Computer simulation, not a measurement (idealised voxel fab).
process module | voxel released beams
cross-section cut | 210 nm wide | cells 5 nm
A cross-section is a grid of square cells, given in bands from the top down. A band is one or more rows of cells.
Each band's line starts with the height of the band's top and of its bottom, in nm. Then come its materials from left to right, each with its width in nm. One material with "throughout" fills the band from edge to edge. "air" is empty space.
Height 0 is the level under which the wafer as received is all one material. The lowest band goes on downwards, as in "0 down".
A width such as "30 to 40" changes by the same amount from each row of cells to the next, from the band's top row to its bottom row.
"no change" after a step means that no cell of the cross-section changed.
closed voids: empty space of 8 cells or more with no open way to the top, each as width x height at its distance from the left edge, in nm
after a step's settings: what the simulator itself notes on the step
overlay nm, on a step with a mask: how far to the right of its planned place the mask lay; to the left if negative
plan
1 op RECEIVE | material Si
2 op CONFORMAL_DEP | material Al2O3 | thk nm 10
3 op DIRECTIONAL_DEP | material SiO2 | thk nm 15
4 op MASKED_ETCH | tone open | mask id ANCHOR | width nm 40 | etch materials SiO2 | depth nm 15 | overlay nm 0
5 op CONFORMAL_DEP | material SiN | thk nm 15
6 op MASKED_ETCH | tone cover | mask id BEAM | width nm 125 | etch materials SiN | depth nm 15 | overlay nm 0
7 op STRIP | etch materials SiO2
as received, after step 1
  0 down: Si throughout
  closed voids: none
a wafer at the end: this start, this plan, one mistake
  55 to 40: air 40 | SiN 125 | air 45
  40 to 25: SiN throughout
  25 to 10: SiO2 45 | SiN 40 | SiO2 125
  10 to 0: Al2O3 throughout
  0 down: Si throughout
  closed voids: none
what went wrong: step 5 was run twice
